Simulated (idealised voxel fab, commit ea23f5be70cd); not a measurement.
Presented below is a process module, voxel self aligned vias.
The width of the displayed cross-section, cut, is 295 nm; its cells are square, with a size of 5 nm.
If you're reading a cross-section in this doc, picture square cells in a grid; it comes to you as bands, top ones listed first down to the bottom, and a band can be one or more rows of cells. Band: top and bottom heights (nm) first, top before bottom; then materials from left to right, widths in nm. "edge to edge" marks a sole material filling the band edge to edge. "air" denotes empty space. It should be noted that heights are counted from 0, beneath which the wafer as supplied is of one material throughout, and that the lowest band possesses no lower boundary but continues downward, as written in "0 down". Per-row width for "30 to 40": begins at first number (top row of band), ends at second number (bottom row), increment between rows held constant. The designation "nothing different", where it is given for a processing step, indicates that no cell of the cross-section was altered in the course of that step. Empty spaces counting at least 8 cells and having no open way to the top are listed in "Tabulated closed voids". The notation width x height at distance is used for each, the distance being from the left edge and all three values in nm. after a step's settings: what the simulator itself notes on the step. overlay nm: right-of-plan distance of the mask on a masked step; negative values mean left-of-plan.

Here's what the planned process steps look like:
1,RECEIVE (material Si)
2,CONFORMAL_DEP (material SiO2; thk nm 10)
3,CONFORMAL_DEP (material SiCN; thk nm 5)
4,DIRECTIONAL_DEP (material SiO2; thk nm 30)
5,MASKED_ETCH (tone open; mask id LINES; width nm 25; pitch nm 65; etch materials SiO2; depth nm 30; overlay nm 0)
6,CONFORMAL_DEP (material TiN; thk nm 5)
7,FILL_DEP (material W; thk nm 10)
8,CMP (height nm 45)
9,SELECTIVE_ETCH (etch materials W Ru TiN; depth nm 10)
10,FILL_DEP (material SiN; thk nm 5)
11,CMP (height nm 45)
12,DIRECTIONAL_DEP (material SiO2; thk nm 15)
13,PATTERN (tone open; mask id VIAS; material resist; width nm 35; pitch nm 130; thk nm 15; overlay nm 0)
14,DIRECTIONAL_ETCH (etch materials SiO2; depth nm 15)
15,DIRECTIONAL_ETCH (etch materials SiN; depth nm 10)
16,STRIP (etch materials resist)
17,CONFORMAL_DEP (material TiN; thk nm 5)
18,FILL_DEP (material Ru; thk nm 10)
19,CMP (height nm 60)
20,CONFORMAL_DEP (material SiCN; thk nm 5)

This is the cross-section of the wafer as we received it, i.e. after step 1:
> 0 down = Si edge to edge
> Tabulated closed voids: none

End-of-module cross-section of the first of two wafers, processed as planned:
> 65 to 60 = SiCN edge to edge
> 60 to 50 = SiO2 65 nm, TiN 5 nm, Ru 25 nm, TiN 5 nm, SiO2 95 nm, TiN 5 nm, Ru 25 nm, TiN 5 nm, SiO2 65 nm
> 50 to 45 = SiO2 65 nm, TiN 10 nm, Ru 15 nm, TiN 10 nm, SiO2 95 nm, TiN 10 nm, Ru 15 nm, TiN 10 nm, SiO2 65 nm
> 45 to 40 = SiO2 70 nm, TiN 5 nm, Ru 15 nm, TiN 5 nm, SiO2 40 nm, SiN 25 nm, SiO2 40 nm, TiN 5 nm, Ru 15 nm, TiN 5 nm, SiO2 70 nm
> 40 to 35 = SiO2 70 nm, TiN 25 nm, SiO2 40 nm, SiN 25 nm, SiO2 40 nm, TiN 25 nm, SiO2 70 nm
> 35 to 20 = SiO2 70 nm, TiN 5 nm, W 15 nm, TiN 5 nm, SiO2 40 nm, TiN 5 nm, W 15 nm, TiN 5 nm, SiO2 40 nm, TiN 5 nm, W 15 nm, TiN 5 nm, SiO2 70 nm
> 20 to 15 = SiO2 70 nm, TiN 25 nm, SiO2 40 nm, TiN 25 nm, SiO2 40 nm, TiN 25 nm, SiO2 70 nm
> 15 to 10 = SiCN edge to edge
> 10 to 0 = SiO2 edge to edge
> 0 down = Si edge to edge
> Tabulated closed voids: none

Second wafer through the module, sectioned at the end: same beginning and same plan as the first wafer, with one mistake in carrying it out:
> 65 to 60 = SiCN edge to edge
> 60 to 50 = SiO2 65 nm, TiN 5 nm, Ru 25 nm, TiN 5 nm, SiO2 95 nm, TiN 5 nm, Ru 25 nm, TiN 5 nm, SiO2 65 nm
> 50 to 45 = SiO2 65 nm, TiN 10 nm, Ru 15 nm, TiN 10 nm, SiO2 95 nm, TiN 10 nm, Ru 15 nm, TiN 10 nm, SiO2 65 nm
> 45 to 40 = SiO2 70 nm, TiN 5 nm, Ru 15 nm, TiN 5 nm, SiO2 40 nm, SiN 25 nm, SiO2 40 nm, TiN 5 nm, Ru 15 nm, TiN 5 nm, SiO2 70 nm
> 40 to 35 = SiO2 70 nm, TiN 25 nm, SiO2 40 nm, SiN 25 nm, SiO2 40 nm, TiN 25 nm, SiO2 70 nm
> 35 to 20 = SiO2 70 nm, SiN 5 nm, W 15 nm, SiN 5 nm, SiO2 40 nm, SiN 5 nm, W 15 nm, SiN 5 nm, SiO2 40 nm, SiN 5 nm, W 15 nm, SiN 5 nm, SiO2 70 nm
> 20 to 15 = SiO2 70 nm, SiN 25 nm, SiO2 40 nm, SiN 25 nm, SiO2 40 nm, SiN 25 nm, SiO2 70 nm
> 15 to 10 = SiCN edge to edge
> 10 to 0 = SiO2 edge to edge
> 0 down = Si edge to edge
> Tabulated closed voids: none
Want to know what went wrong? for step 6, the planned setting was not used; the step was instead run as CONFORMAL_DEP (material SiN; thk nm 5)
Final comparison by cell count, materials where the second wafer has more or fewer than the first: SiN +33 | TiN -33
